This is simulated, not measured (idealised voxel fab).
A process module follows: voxel double patterning.
Square cell edge 5 nm, section width 300 nm, ID cut.
If you're reading a cross-section in this doc, picture square cells in a grid; it comes to you as bands, top ones listed first down to the bottom, and a band can be one or more rows of cells.
This entry defines a band. It first specifies the height of the band's top and the height of its bottom in nm, and then specifies the band's materials from left to right, stating each material with its width in nm. The word "everywhere" identifies a single material that fills the band from edge to edge, while the word "blank" identifies empty space.
Note: height 0 marks the level under which the wafer is uniformly one material as received. Lowest band unbounded below, written "z 0 and below".
The width entry "30 to 40" should be interpreted row by row: the top row of cells in the band takes the first number, the bottom row takes the second number, and the change between adjacent rows is uniform throughout.
No cell of the cross-section changed in a step that is given as "identical to before".
"Cavities, sealed": sealed empty spaces, 8 cells or more, no open way to top, listed width x height at distance, with distance from the left edge and width, height and distance in nm.
Where a step's line continues beyond its settings, the continuation is a remark by the simulator itself on that step.
overlay nm: how far to the right of its planned place the mask lay on this masked step (negative: to the left).
The process steps that were planned are listed below
1 RECEIVE: material Si
2 CONFORMAL_DEP: material SiN, thk nm 5
3 DIRECTIONAL_DEP: material SiO2, thk nm 20
4 DIRECTIONAL_DEP: material SiCN, thk nm 10
5 DIRECTIONAL_DEP: material aC, thk nm 10
6 PATTERN: tone open, mask id FIRST, material resist, width nm 15, pitch nm 50, thk nm 25, overlay nm 0
7 DIRECTIONAL_ETCH: etch materials aC, depth nm 10
8 STRIP: etch materials resist
9 DIRECTIONAL_ETCH: etch materials SiCN, depth nm 10
10 STRIP: etch materials aC
11 DIRECTIONAL_DEP: material aC, thk nm 10
12 PATTERN: tone open, mask id SECOND, material resist, width nm 15, pitch nm 50, thk nm 30, overlay nm 0
13 DIRECTIONAL_ETCH: etch materials aC, depth nm 10
14 STRIP: etch materials resist
15 DIRECTIONAL_ETCH: etch materials SiCN, depth nm 10
16 STRIP: etch materials aC
17 DIRECTIONAL_ETCH: etch materials SiO2, depth nm 20
18 STRIP: etch materials SiCN
For clarity, it should be stated that the wafers under discussion commence in an identical condition and differ with respect to the thk nm of step 2, the plan indicating the value that the first wafer had.
So this is the first of several wafers, cross-sectioned as it came to us, meaning it's at the end of step 1
* z 0 and below | Si everywhere
* Cavities, sealed: none
Gained (+) or lost (-) cells of each material since receipt, then closed voids: one row per wafer, at the end of the module
thk nm 5; +60 SiN; +180 SiO2; Cavities, sealed: none
thk nm 10; +120 SiN; +180 SiO2; Cavities, sealed: none
thk nm 15; +180 SiN; +180 SiO2; Cavities, sealed: none
thk nm 20; +240 SiN; +180 SiO2; Cavities, sealed: none
